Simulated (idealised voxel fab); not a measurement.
Name of the process module below: voxel self aligned vias
Section cut is 275 nm wide and gridded with 5 nm square cells.
A cross-section is a grid of square cells, given in bands from the top down. A band is one or more rows of cells. Band entry format. Leading values: height of top, height of bottom, nm. Remainder: materials in left-to-right order, each with its width in nm. Special words: "throughout" on a single material, which then fills the band edge to edge; "empty", empty space. For the purposes of this specification, 0 denotes the height below which the wafer in its as-received condition is composed wholly of one material, and the lowermost band, lacking a lower limit, extends downward without end, as expressed in "0 -> down". When a width is written as two numbers, as in "30->40", the first number is the width in the top row of cells of the band and the second is the width in its bottom row, and the width changes by the same amount from each row to the next. "no alteration" means the step left every cell of the cross-section as it was. Voids not open to the top, 8 cells minimum: see "Sealed cavities". Written width x height at distance; distance is from the left edge; nm. The remark found on a step's line after its settings is issued by the simulator itself and pertains to that step. A step line may carry the setting "overlay nm", which, for steps involving a mask, states the distance by which the mask lay to the right of its intended position; negative values denote displacement to the left.
## Planned step list for the process
1 RECEIVE | material Si
2 CONFORMAL_DEP | material SiO2 | thk nm 15
3 CONFORMAL_DEP | material SiCN | thk nm 5
4 DIRECTIONAL_DEP | material lowk | thk nm 20
5 PATTERN | tone open | mask id LINES | material resist | width nm 25 | pitch nm 60 | thk nm 15 | overlay nm 0
6 DIRECTIONAL_ETCH | etch materials lowk | depth nm 20
7 STRIP | etch materials resist
8 CONFORMAL_DEP | material TiN | thk nm 5
9 FILL_DEP | material Ru | thk nm 5
10 CMP | height nm 40
11 SELECTIVE_ETCH | etch materials W Ru TiN | depth nm 10
12 FILL_DEP | material SiN | thk nm 5
13 CMP | height nm 40
14 DIRECTIONAL_DEP | material lowk | thk nm 15
15 PATTERN | tone open | mask id VIAS | material resist | width nm 35 | pitch nm 60 | thk nm 15 | overlay nm 0
16 DIRECTIONAL_ETCH | etch materials lowk | depth nm 15
17 DIRECTIONAL_ETCH | etch materials SiN | depth nm 10
18 STRIP | etch materials resist
19 CONFORMAL_DEP | material TiN | thk nm 5
20 FILL_DEP | material Cu | thk nm 10
21 CMP | height nm 55
22 CONFORMAL_DEP | material SiCN | thk nm 5
## First of two wafers: run as planned
## Step 1 complete: cross-section of the wafer as received
	0 -> down = Si throughout
	Sealed cavities: none
## Wafer after step 2 (cross-section)
	15 -> 0 = SiO2 throughout
	For the remainder of the cross-section, below 0, there is no change.
## Wafer after step 3 (cross-section)
	20 -> 15 = SiCN throughout
	For the remainder of the cross-section, below 15, there is no change.
## Wafer after step 4 (cross-section)
	40 -> 20 = lowk throughout
	For the remainder of the cross-section, below 20, there is no change.
## Wafer after step 5 (cross-section)
	55 -> 40 = resist 95  empty 25  resist 35  empty 25  resist 95
	For the remainder of the cross-section, below 40, there is no change.
## Wafer after step 6 (cross-section)
	55 -> 40 = resist 95  empty 25  resist 35  empty 25  resist 95
	40 -> 20 = lowk 95  empty 25  lowk 35  empty 25  lowk 95
	For the remainder of the cross-section, below 20, there is no change.
## Wafer after step 7 (cross-section)
	40 -> 20 = lowk 95  empty 25  lowk 35  empty 25  lowk 95
	For the remainder of the cross-section, below 20, there is no change.
## Wafer after step 8 (cross-section)
	45 -> 40 = TiN 100  empty 15  TiN 45  empty 15  TiN 100
	40 -> 25 = lowk 95  TiN 5  empty 15  TiN 5  lowk 35  TiN 5  empty 15  TiN 5  lowk 95
	25 -> 20 = lowk 95  TiN 25  lowk 35  TiN 25  lowk 95
	For the remainder of the cross-section, below 20, there is no change.
## Wafer after step 9 (cross-section)
	50 -> 45 = Ru throughout
	45 -> 40 = TiN 100  Ru 15  TiN 45  Ru 15  TiN 100
	40 -> 25 = lowk 95  TiN 5  Ru 15  TiN 5  lowk 35  TiN 5  Ru 15  TiN 5  lowk 95
	For the remainder of the cross-section, below 25, there is no change.
## Wafer after step 10 (cross-section)
	40 -> 25 = lowk 95  TiN 5  Ru 15  TiN 5  lowk 35  TiN 5  Ru 15  TiN 5  lowk 95
	For the remainder of the cross-section, below 25, there is no change.
## Wafer after step 11 (cross-section)
	40 -> 30 = lowk 95  empty 25  lowk 35  empty 25  lowk 95
	For the remainder of the cross-section, below 30, there is no change.
## Wafer after step 12 (cross-section)
	45 -> 40 = SiN throughout
	40 -> 30 = lowk 95  SiN 25  lowk 35  SiN 25  lowk 95
	For the remainder of the cross-section, below 30, there is no change.
## Wafer after step 13 (cross-section)
	40 -> 30 = lowk 95  SiN 25  lowk 35  SiN 25  lowk 95
	For the remainder of the cross-section, below 30, there is no change.
## Wafer after step 14 (cross-section)
	55 -> 40 = lowk throughout
	For the remainder of the cross-section, below 40, there is no change.
## Wafer after step 15 (cross-section)
	70 -> 55 = resist 90  empty 35  resist 25  empty 35  resist 90
	For the remainder of the cross-section, below 55, there is no change.
## Wafer after step 16 (cross-section)
	70 -> 55 = resist 90  empty 35  resist 25  empty 35  resist 90
	55 -> 40 = lowk 90  empty 35  lowk 25  empty 35  lowk 90
	For the remainder of the cross-section, below 40, there is no change.
## Wafer after step 17 (cross-section)
	70 -> 55 = resist 90  empty 35  resist 25  empty 35  resist 90
	55 -> 40 = lowk 90  empty 35  lowk 25  empty 35  lowk 90
	40 -> 30 = lowk 95  empty 25  lowk 35  empty 25  lowk 95
	For the remainder of the cross-section, below 30, there is no change.
## Wafer after step 18 (cross-section)
	55 -> 40 = lowk 90  empty 35  lowk 25  empty 35  lowk 90
	For the remainder of the cross-section, below 40, there is no change.
## Wafer after step 19 (cross-section)
	60 -> 55 = TiN 95  empty 25  TiN 35  empty 25  TiN 95
	55 -> 45 = lowk 90  TiN 5  empty 25  TiN 5  lowk 25  TiN 5  empty 25  TiN 5  lowk 90
	45 -> 35 = lowk 90->95  TiN 10->5  empty 15  TiN 10->5  lowk 25->35  TiN 10->5  empty 15  TiN 10->5  lowk 90->95
	35 -> 30 = lowk 95  TiN 25  lowk 35  TiN 25  lowk 95
	For the remainder of the cross-section, below 30, there is no change.
## Wafer after step 20 (cross-section)
	70 -> 60 = Cu throughout
	60 -> 55 = TiN 95  Cu 25  TiN 35  Cu 25  TiN 95
	55 -> 45 = lowk 90  TiN 5  Cu 25  TiN 5  lowk 25  TiN 5  Cu 25  TiN 5  lowk 90
	45 -> 35 = lowk 90->95  TiN 10->5  Cu 15  TiN 10->5  lowk 25->35  TiN 10->5  Cu 15  TiN 10->5  lowk 90->95
	For the remainder of the cross-section, below 35, there is no change.
## Wafer after step 21 (cross-section)
	55 -> 45 = lowk 90  TiN 5  Cu 25  TiN 5  lowk 25  TiN 5  Cu 25  TiN 5  lowk 90
	For the remainder of the cross-section, below 45, there is no change.
## Wafer after step 22 (cross-section)
	60 -> 55 = SiCN throughout
	For the remainder of the cross-section, below 55, there is no change.
## Notes, second wafer: start = first wafer's, plan = first wafer's, execution had one mistake; history identical to first through step 4
## Look at the second wafer in cross-section at the time step 5 ought to have finished
	55 -> 40 = empty 95  resist 25  empty 35  resist 25  empty 95
	For the remainder of the cross-section, below 40, there is no change.
## Look at the second wafer in cross-section at the time step 6 ought to have finished
	55 -> 40 = empty 95  resist 25  empty 35  resist 25  empty 95
	40 -> 20 = empty 95  lowk 25  empty 35  lowk 25  empty 95
	For the remainder of the cross-section, below 20, there is no change.
## Look at the second wafer in cross-section at the time step 7 ought to have finished
	40 -> 20 = empty 95  lowk 25  empty 35  lowk 25  empty 95
	For the remainder of the cross-section, below 20, there is no change.
## Look at the second wafer in cross-section at the time step 8 ought to have finished
	45 -> 40 = empty 90  TiN 35  empty 25  TiN 35  empty 90
	40 -> 25 = empty 90  TiN 5  lowk 25  TiN 5  empty 25  TiN 5  lowk 25  TiN 5  empty 90
	25 -> 20 = TiN 95  lowk 25  TiN 35  lowk 25  TiN 95
	For the remainder of the cross-section, below 20, there is no change.
## Look at the second wafer in cross-section at the time step 9 ought to have finished
	50 -> 45 = Ru throughout
	45 -> 40 = Ru 90  TiN 35  Ru 25  TiN 35  Ru 90
	40 -> 25 = Ru 90  TiN 5  lowk 25  TiN 5  Ru 25  TiN 5  lowk 25  TiN 5  Ru 90
	For the remainder of the cross-section, below 25, there is no change.
## Look at the second wafer in cross-section at the time step 10 ought to have finished
	40 -> 25 = Ru 90  TiN 5  lowk 25  TiN 5  Ru 25  TiN 5  lowk 25  TiN 5  Ru 90
	For the remainder of the cross-section, below 25, there is no change.
## Look at the second wafer in cross-section at the time step 11 ought to have finished
	40 -> 30 = empty 95  lowk 25  empty 35  lowk 25  empty 95
	For the remainder of the cross-section, below 30, there is no change.
## Look at the second wafer in cross-section at the time step 12 ought to have finished
	45 -> 40 = SiN throughout
	40 -> 30 = SiN 95  lowk 25  SiN 35  lowk 25  SiN 95
	For the remainder of the cross-section, below 30, there is no change.
## Look at the second wafer in cross-section at the time step 13 ought to have finished
	40 -> 30 = SiN 95  lowk 25  SiN 35  lowk 25  SiN 95
	For the remainder of the cross-section, below 30, there is no change.
## Look at the second wafer in cross-section at the time step 14 ought to have finished
	55 -> 40 = lowk throughout
	For the remainder of the cross-section, below 40, there is no change.
## Look at the second wafer in cross-section at the time step 15 ought to have finished
	70 -> 55 = resist 90  empty 35  resist 25  empty 35  resist 90
	For the remainder of the cross-section, below 55, there is no change.
## Look at the second wafer in cross-section at the time step 16 ought to have finished
	70 -> 55 = resist 90  empty 35  resist 25  empty 35  resist 90
	55 -> 40 = lowk 90  empty 35  lowk 25  empty 35  lowk 90
	For the remainder of the cross-section, below 40, there is no change.
## Look at the second wafer in cross-section at the time step 17 ought to have finished
	70 -> 55 = resist 90  empty 35  resist 25  empty 35  resist 90
	55 -> 40 = lowk 90  empty 35  lowk 25  empty 35  lowk 90
	40 -> 30 = SiN 90  empty 5  lowk 25  empty 5  SiN 25  empty 5  lowk 25  empty 5  SiN 90
	For the remainder of the cross-section, below 30, there is no change.
## Look at the second wafer in cross-section at the time step 18 ought to have finished
	55 -> 40 = lowk 90  empty 35  lowk 25  empty 35  lowk 90
	For the remainder of the cross-section, below 40, there is no change.
## Look at the second wafer in cross-section at the time step 19 ought to have finished
	60 -> 55 = TiN 95  empty 25  TiN 35  empty 25  TiN 95
	55 -> 45 = lowk 90  TiN 5  empty 25  TiN 5  lowk 25  TiN 5  empty 25  TiN 5  lowk 90
	45 -> 40 = lowk 90  TiN 35  lowk 25  TiN 35  lowk 90
	40 -> 30 = SiN 90  TiN 5  lowk 25  TiN 5  SiN 25  TiN 5  lowk 25  TiN 5  SiN 90
	For the remainder of the cross-section, below 30, there is no change.
## Look at the second wafer in cross-section at the time step 20 ought to have finished
	70 -> 60 = Cu throughout
	60 -> 55 = TiN 95  Cu 25  TiN 35  Cu 25  TiN 95
	55 -> 45 = lowk 90  TiN 5  Cu 25  TiN 5  lowk 25  TiN 5  Cu 25  TiN 5  lowk 90
	For the remainder of the cross-section, below 45, there is no change.
## Look at the second wafer in cross-section at the time step 21 ought to have finished
	55 -> 45 = lowk 90  TiN 5  Cu 25  TiN 5  lowk 25  TiN 5  Cu 25  TiN 5  lowk 90
	For the remainder of the cross-section, below 45, there is no change.
## Look at the second wafer in cross-section at the time step 22 ought to have finished
	60 -> 55 = SiCN throughout
	For the remainder of the cross-section, below 55, there is no change.
So what did we get wrong on this run? contrary to plan, step 5 was performed as PATTERN | tone cover | mask id LINES | material resist | width nm 25 | pitch nm 60 | thk nm 15 | overlay nm 0
Count the cells at the end and the second wafer has more or fewer of some materials than the first: 12 fewer of Cu; 35 more of Ru; 82 more of SiN; 35 more of TiN; 140 fewer of lowk
